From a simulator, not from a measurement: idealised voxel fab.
Presented below is a process module, voxel trench capacitor.
In the cross-section labelled cut, the width is 285 nm and each square cell is 5 nm.
A cross-section is written here as square cells arranged in a grid, and it is given in bands from the top down, each band taking up one or more rows of cells. This entry defines a band. It first specifies the height of the band's top and the height of its bottom in nm, and then specifies the band's materials from left to right, stating each material with its width in nm. The word "edge to edge" identifies a single material that fills the band from edge to edge, while the word "air" identifies empty space. Height 0 is the level under which the wafer as received is all one material. The lowest band goes on downwards, as in "0 nm and below". The expression "30..40" gives the width at the extremes of the band, the first number at its top row of cells and the second at its bottom row, with the width changing by equal amounts from each row to the next in between. "no change occurred" -> step changed no cross-section cell. Under "Fully sealed voids" you'll find the enclosed gaps, the ones with no way out to the top, that are 8 cells or bigger; each reads width x height at distance, with distance counted from the left edge, everything in nm. Post-settings text on a step line: simulator's own remark regarding the step. On any step carrying a mask, the "overlay nm" setting, if present on the step's line, tells how far right of its planned place the mask lay; negative values point to the left.
THESE ARE THE STEPS WE PLANNED FOR THE PROCESS
| 1 | RECEIVE: material Si |
| 2 | CONFORMAL_DEP: material SiN, thk nm 10 |
| 3 | MASKED_ETCH: tone open, mask id TRENCH, width nm 15, pitch nm 35, etch materials SiN, depth nm 10, overlay nm 0 |
| 4 | MASKED_ETCH: tone open, mask id TRENCH, width nm 15, pitch nm 35, etch materials Si, depth nm 25, overlay nm 0 |
| 5 | CONFORMAL_DEP: material Al2O3, thk nm 5 |
| 6 | FILL_DEP: material polySi, thk nm 10 |
| 7 | CMP: height nm 10 |
WAFER AS RECEIVED: CROSS-SECTION FOLLOWING STEP 1
- 0 nm and below | Si edge to edge
- Fully sealed voids: none
BELOW IS THE WAFER IN CROSS-SECTION AFTER THE MODULE WAS COMPLETED. IT BEGAN FROM THE STARTING POINT SHOWN ABOVE AND FOLLOWED THE PLAN SHOWN ABOVE, EXCEPT THAT ONE MISTAKE WAS MADE WHILE RUNNING IT
- 10 nm to 0 nm | SiN (115), then Al2O3 (5), then SiN (5), then Al2O3 (5), then SiN (20), then Al2O3 (5), then SiN (5), then Al2O3 (5), then SiN (120)
- 0 nm to -20 nm | Si (115), then Al2O3 (5), then SiN (5), then Al2O3 (5), then Si (20), then Al2O3 (5), then SiN (5), then Al2O3 (5), then Si (120)
- -20 nm to -25 nm | Si (115), then Al2O3 (15), then Si (20), then Al2O3 (15), then Si (120)
- -25 nm and below | Si edge to edge
- Fully sealed voids: none
So what did we get wrong on this run? off-plan run, step 6, actual operation and settings FILL_DEP: material SiN, thk nm 10
